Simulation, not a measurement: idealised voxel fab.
A process module follows: voxel transistor to metal.
Xsec cut, 160 nm wide, square cell size 5 nm.
Cross-section spec: square-cell grid; bands listed top down; each band is one or more rows. Each band's line starts with the height of the band's top and of its bottom, in nm. Then come its materials from left to right, each with its width in nm. One material with "all across" fills the band from edge to edge. "air" is empty space. We count height from 0. Below that, the starting wafer is all one material. The lowest band never ends at the bottom but goes on down; see "0 nm and below" for how that is written. A two-number width, for instance "30..40", indicates that the width is equal to the first number in the top row of the band and to the second number in the bottom row, and that it changes by a constant amount per row of cells. For the purposes of this document, the phrase "no change" attached to a step denotes that no cell within the cross-section was modified by that step. What "Voids, enclosed" gives you is every empty space of 8 cells or more that is cut off from the top. Each appears as width x height at distance, with the distance taken from the left edge and width, height and distance all in nm. Read whatever lies past the settings on a step's line as the simulator's own remark about the step. overlay nm: how far to the right of its planned place the mask lay on this masked step (negative: to the left).
[Intended process steps]
| 1 | RECEIVE: material Si |
| 2 | OXIDIZE: depth nm 5 |
| 3 | CONFORMAL_DEP: material SiN, thk nm 15 |
| 4 | PATTERN: tone cover, mask id ACTIVE, material resist, width nm 120, thk nm 15, overlay nm 0 |
| 5 | DIRECTIONAL_ETCH: etch materials SiN, depth nm 15 |
| 6 | DIRECTIONAL_ETCH: etch materials SiO2, depth nm 5 |
| 7 | DIRECTIONAL_ETCH: etch materials Si, depth nm 35 |
| 8 | STRIP: etch materials resist |
| 9 | OXIDIZE: depth nm 5 |
| 10 | FILL_DEP: material SiO2, thk nm 5 |
| 11 | CMP: height nm 15 |
| 12 | SELECTIVE_ETCH: etch materials SiO2, depth nm 5 |
| 13 | STRIP: etch materials SiN |
| 14 | SELECTIVE_ETCH: etch materials SiO2, depth nm 5 |
| 15 | OXIDIZE: depth nm 5 |
| 16 | DIRECTIONAL_DEP: material polySi, thk nm 20 |
| 17 | DIRECTIONAL_DEP: material SiCN, thk nm 10 |
| 18 | MASKED_ETCH: tone cover, mask id GATE, width nm 30, etch materials SiCN, depth nm 20, overlay nm 0 |
| 19 | MASKED_ETCH: tone cover, mask id GATE, width nm 30, etch materials polySi, depth nm 30, overlay nm 0 |
| 20 | CONFORMAL_DEP: material SiO2, thk nm 5 |
| 21 | DIRECTIONAL_ETCH: etch materials SiO2, depth nm 5 |
| 22 | CONFORMAL_DEP: material SiN, thk nm 5 |
| 23 | DIRECTIONAL_ETCH: etch materials SiN, depth nm 5 |
| 24 | DIRECTIONAL_ETCH: etch materials SiO2, depth nm 5 |
| 25 | DIRECTIONAL_ETCH: etch materials Si, depth nm 15 |
| 26 | EPI: material SiGe, thk nm 20 |
| 27 | FILL_DEP: material SiO2, thk nm 10 |
| 28 | CMP: height nm 15 |
| 29 | STRIP: etch materials polySi |
| 30 | SELECTIVE_ETCH: etch materials SiO2, depth nm 5 |
| 31 | CONFORMAL_DEP: material HfO2, thk nm 5 |
| 32 | CONFORMAL_DEP: material TiN, thk nm 5 |
| 33 | FILL_DEP: material W, thk nm 10 |
| 34 | CMP: height nm 10 |
| 35 | DIRECTIONAL_DEP: material SiO2, thk nm 10 |
| 36 | PATTERN: tone open, mask id CONTACT, material resist, width nm 20, pitch nm 90, thk nm 15, overlay nm 0 |
| 37 | DIRECTIONAL_ETCH: etch materials SiO2, depth nm 25 |
| 38 | STRIP: etch materials resist |
| 39 | CONFORMAL_DEP: material TiN, thk nm 5 |
| 40 | FILL_DEP: material W, thk nm 5 |
| 41 | CMP: height nm 20 |
| 42 | DIRECTIONAL_DEP: material TiN, thk nm 5 |
| 43 | DIRECTIONAL_DEP: material W, thk nm 20 |
| 44 | PATTERN: tone cover, mask id METAL_1, material resist, width nm 20, pitch nm 90, thk nm 20, overlay nm 0 |
| 45 | DIRECTIONAL_ETCH: etch materials W, depth nm 20 |
| 46 | DIRECTIONAL_ETCH: etch materials TiN, depth nm 5 |
| 47 | STRIP: etch materials resist |
| 48 | CONFORMAL_DEP: material SiN, thk nm 5 |
| 49 | FILL_DEP: material SiO2, thk nm 10 |
| 50 | CMP: height nm 45 |
| 51 | CONFORMAL_DEP: material SiCN, thk nm 5 |
| 52 | DIRECTIONAL_DEP: material SiO2, thk nm 35 |
| 53 | PATTERN: tone open, mask id METAL_2_HOLES, material resist, width nm 15, pitch nm 90, thk nm 20, overlay nm 0 |
| 54 | DIRECTIONAL_ETCH: etch materials SiO2, depth nm 35 |
| 55 | STRIP: etch materials resist |
| 56 | PATTERN: tone open, mask id METAL_2, material resist, width nm 20, pitch nm 90, thk nm 15, overlay nm 0 |
| 57 | DIRECTIONAL_ETCH: etch materials SiO2, depth nm 20 |
| 58 | DIRECTIONAL_ETCH: etch materials SiCN, depth nm 5 |
| 59 | STRIP: etch materials resist |
| 60 | CONFORMAL_DEP: material TiN, thk nm 5 |
| 61 | FILL_DEP: material Cu, thk nm 10 |
| 62 | CMP: height nm 85 |
| 63 | CONFORMAL_DEP: material SiCN, thk nm 5 |
[Step 1 complete: cross-section of the wafer as received]
* 0 nm and below  Si all across
* Voids, enclosed: none
[Post-module cross-section: identical start and plan to those above, one misstep in execution]
* 90 nm to 85 nm  SiCN all across
* 85 nm to 70 nm  SiO2: 25; TiN: 5; Cu: 10; TiN: 5; SiO2: 70; TiN: 5; Cu: 10; TiN: 5; SiO2: 25
* 70 nm to 65 nm  SiO2: 25; TiN: 5; Cu: 5; TiN: 10; SiO2: 70; TiN: 5; Cu: 5; TiN: 10; SiO2: 25
* 65 nm to 50 nm  SiO2: 25; TiN: 5; Cu: 5; TiN: 5; SiO2: 75; TiN: 5; Cu: 5; TiN: 5; SiO2: 30
* 50 nm to 45 nm  SiCN: 25; TiN: 15; SiCN: 75; TiN: 15; SiCN: 30
* 45 nm to 25 nm  SiO2: 20; SiN: 5; W: 20; SiN: 5; SiO2: 60; SiN: 5; W: 20; SiN: 5; SiO2: 20
* 25 nm to 20 nm  SiN: 25; TiN: 20; SiN: 70; TiN: 20; SiN: 25
* 20 nm to 15 nm  SiO2: 25; TiN: 5; W: 10; TiN: 5; SiO2: 70; TiN: 5; W: 10; TiN: 5; SiO2: 25
* 15 nm to 10 nm  SiO2: 25; TiN: 20; SiO2: 70; TiN: 20; SiO2: 25
* 10 nm to 5 nm  SiO2: 25; TiN: 10; SiGe: 20; SiN: 5; TiN: 5; W: 30; TiN: 5; SiN: 5; SiGe: 20; TiN: 10; SiO2: 25
* 5 nm to -5 nm  SiO2: 20; SiN: 5; TiN: 10; SiGe: 20; SiN: 5; TiN: 5; W: 30; TiN: 5; SiN: 5; SiGe: 20; TiN: 10; SiN: 5; SiO2: 20
* -5 nm to -10 nm  SiO2: 25; SiGe: 30; SiO2: 5; TiN: 40; SiO2: 5; SiGe: 30; SiO2: 25
* -10 nm to -25 nm  SiO2: 25; SiGe: 30; Si: 50; SiGe: 30; SiO2: 25
* -25 nm to -45 nm  SiO2: 25; Si: 110; SiO2: 25
* -45 nm and below  Si all across
* Voids, enclosed: none
Nonconformance to the process plan: execution of step 31 of the plan did not take place, the step having been omitted
